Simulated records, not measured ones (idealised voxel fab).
Name of the process module below: voxel self aligned vias
Xsec cut, 260 nm wide, square cell size 5 nm.
Cross-section spec: square-cell grid; bands listed top down; each band is one or more rows.
Quick guide to a band line: top height, bottom height (nm) up front; then every material left to right with its width in nm. Only one material and it's marked "throughout"? Then it fills the band edge to edge. And "empty" just means empty space.
Below 0: as-received wafer, all one material; heights counted from there. Lowest band: no bottom, goes on down, written "top 0, no bottom".
Width: "30 to 40" (first number = top row, second number = bottom row, same change from row to row of cells).
The designation "remained the same", where it is given for a processing step, indicates that no cell of the cross-section was altered in the course of that step.
"Closed void catalog" contains a list of empty spaces, each no smaller than 8 cells and without an open way to the top, written in the form width x height at distance with the distance from the left edge and all three in nm.
Whatever follows a step's settings on its line is a remark the simulator itself makes about that step.
overlay nm: mask right of planned place by this much (step with mask). Neg. = left.

## Process steps - plan
step 1: RECEIVE (material Si)
step 2: CONFORMAL_DEP (material SiO2; thk nm 15)
step 3: CONFORMAL_DEP (material SiCN; thk nm 5)
step 4: DIRECTIONAL_DEP (material lowk; thk nm 25)
step 5: DIRECTIONAL_DEP (material aC; thk nm 10)
step 6: PATTERN (tone open; mask id LINES; material resist; width nm 30; pitch nm 65; thk nm 25; overlay nm 0)
step 7: DIRECTIONAL_ETCH (etch materials aC; depth nm 10)
step 8: STRIP (etch materials resist)
step 9: DIRECTIONAL_ETCH (etch materials lowk; depth nm 25)
step 10: STRIP (etch materials aC)
step 11: CONFORMAL_DEP (material TiN; thk nm 5)
step 12: FILL_DEP (material W; thk nm 5)
step 13: CMP (height nm 45)
step 14: SELECTIVE_ETCH (etch materials W Ru TiN; depth nm 10)
step 15: FILL_DEP (material SiN; thk nm 10)
step 16: CMP (height nm 45)
step 17: DIRECTIONAL_DEP (material lowk; thk nm 15)
step 18: PATTERN (tone open; mask id VIAS; material resist; width nm 50; pitch nm 65; thk nm 15; overlay nm 0)
step 19: DIRECTIONAL_ETCH (etch materials lowk; depth nm 15)
step 20: DIRECTIONAL_ETCH (etch materials SiN; depth nm 10)
step 21: STRIP (etch materials resist)
step 22: CONFORMAL_DEP (material TiN; thk nm 5)
step 23: FILL_DEP (material Ru; thk nm 10)
step 24: CMP (height nm 60)
step 25: CONFORMAL_DEP (material SiCN; thk nm 5)

## As-received state of the wafer in cross-section, equivalent to post-step 1
- top 0, no bottom | Si throughout
- Closed void catalog: none

## What the wafer looks like in cross-section after this module, when it starts as shown above and follows the plan above but one mistake is made in running it
- top 65, bottom 60 | SiCN throughout
- top 60, bottom 50 | 70 of lowk, then 5 of TiN, then 40 of Ru, then 5 of TiN, then 15 of lowk, then 5 of TiN, then 40 of Ru, then 5 of TiN, then 75 of lowk
- top 50, bottom 45 | 70 of lowk, then 50 of TiN, then 15 of lowk, then 50 of TiN, then 75 of lowk
- top 45, bottom 35 | 70 of SiN, then 10 of TiN, then 30 of lowk, then 10 of TiN, then 15 of SiN, then 10 of TiN, then 30 of lowk, then 10 of TiN, then 75 of SiN
- top 35, bottom 25 | 75 of W, then 5 of TiN, then 30 of lowk, then 5 of TiN, then 25 of W, then 5 of TiN, then 30 of lowk, then 5 of TiN, then 80 of W
- top 25, bottom 20 | 80 of TiN, then 30 of lowk, then 35 of TiN, then 30 of lowk, then 85 of TiN
- top 20, bottom 15 | SiCN throughout
- top 15, bottom 0 | SiO2 throughout
- top 0, no bottom | Si throughout
- Closed void catalog: none
It is concluded that the wafer was processed incorrectly with respect to the plan, in that step 6 was run on a setting that differed from the plan, and what really ran there is PATTERN (tone cover; mask id LINES; material resist; width nm 30; pitch nm 65; thk nm 25; overlay nm 0)
